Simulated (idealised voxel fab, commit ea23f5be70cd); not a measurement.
process module | voxel self aligned contacts
Square cell edge 5 nm, section width 265 nm, ID cut.
The cross-sections in this document take the form of a grid made of square cells. They are written out as bands, in order from top to bottom. Each band consists of one or more rows of cells.
For a band, the entry starts with two heights in nm, that of the top and then that of the bottom, and carries on with the band's materials in order from left to right, each alongside its width in nm; the word "throughout" beside a single material means it fills the band edge to edge, and "empty" means empty space.
It should be noted that heights are counted from 0, beneath which the wafer as supplied is of one material throughout, and that the lowest band possesses no lower boundary but continues downward, as written in "z 0 and below".
Quick explanation for "30->40": the width changes in equal steps down the rows of cells, from the first number in the band's top row to the second number in its bottom row.
"identical to before" means the step left every cell of the cross-section as it was.
"Unvented voids" means: voids of 8 cells or more that are shut off from the top with no open way through. Written width x height at distance, distance from the left edge, in nm.
Whatever follows a step's settings on its line is a remark the simulator itself makes about that step.
On any step carrying a mask, the "overlay nm" setting, if present on the step's line, tells how far right of its planned place the mask lay; negative values point to the left.

### The steps planned for the process are as follows
1. op RECEIVE | material Si
2. op CONFORMAL_DEP | material SiO2 | thk nm 5
3. op DIRECTIONAL_DEP | material polySi | thk nm 25
4. op DIRECTIONAL_DEP | material SiN | thk nm 20
5. op DIRECTIONAL_DEP | material aC | thk nm 10
6. op PATTERN | tone cover | mask id GATE | material resist | width nm 25 | pitch nm 70 | thk nm 30 | overlay nm 0
7. op DIRECTIONAL_ETCH | etch materials aC | depth nm 10
8. op STRIP | etch materials resist
9. op DIRECTIONAL_ETCH | etch materials SiN | depth nm 20
10. op DIRECTIONAL_ETCH | etch materials polySi | depth nm 25
11. op STRIP | etch materials aC
12. op CONFORMAL_DEP | material SiN | thk nm 10
13. op DIRECTIONAL_ETCH | etch materials SiN | depth nm 10
14. op FILL_DEP | material SiO2 | thk nm 15
15. op CMP | height nm 55
16. op DIRECTIONAL_DEP | material aC | thk nm 15
17. op PATTERN | tone open | mask id CONTACT | material resist | width nm 55 | thk nm 35 | overlay nm 0
18. op DIRECTIONAL_ETCH | etch materials aC | depth nm 15
19. op STRIP | etch materials resist
20. op DIRECTIONAL_ETCH | etch materials SiO2 | depth nm 55
21. op STRIP | etch materials aC
22. op CONFORMAL_DEP | material TiN | thk nm 5
23. op FILL_DEP | material Ru | thk nm 10
24. op CMP | height nm 55
25. op CONFORMAL_DEP | material SiN | thk nm 5

### Cross-section of the wafer at receipt, which is the condition after step 1
  z 0 and below: Si throughout
  Unvented voids: none

### Wafer cross-section at module end: first of two, run to plan
  z 60 to 55: SiN throughout
  z 55 to 50: SiO2 105 / TiN 20 / Ru 15 / TiN 20 / SiO2 105
  z 50 to 30: SiO2 75 / SiN 45 / TiN 5 / Ru 15 / TiN 5 / SiN 45 / SiO2 75
  z 30 to 5: SiO2 75 / SiN 10 / polySi 25 / SiN 10 / TiN 5 / Ru 15 / TiN 5 / SiN 10 / polySi 25 / SiN 10 / SiO2 75
  z 5 to 0: SiO2 120 / TiN 25 / SiO2 120
  z 0 and below: Si throughout
  Unvented voids: none

### Second wafer through the module, sectioned at the end: same beginning and same plan as the first wafer, with one mistake in carrying it out
  z 60 to 55: SiN throughout
  z 55 to 50: Ru 70 / TiN 35 / SiO2 55 / TiN 35 / Ru 70
  z 50 to 30: Ru 70 / TiN 5 / SiN 45 / SiO2 25 / SiN 45 / TiN 5 / Ru 70
  z 30 to 5: Ru 70 / TiN 5 / SiN 10 / polySi 25 / SiN 10 / SiO2 25 / SiN 10 / polySi 25 / SiN 10 / TiN 5 / Ru 70
  z 5 to 0: TiN 75 / SiO2 115 / TiN 75
  z 0 and below: Si throughout
  Unvented voids: none
Where did the run depart from the plan? step 17 was processed under conditions differing from the plan, specifically as op PATTERN | tone cover | mask id CONTACT | material resist | width nm 55 | thk nm 35 | overlay nm 0
Cell-count delta at end, second wafer over first, by material: Ru: 250 more | SiO2: 281 fewer | TiN: 31 more
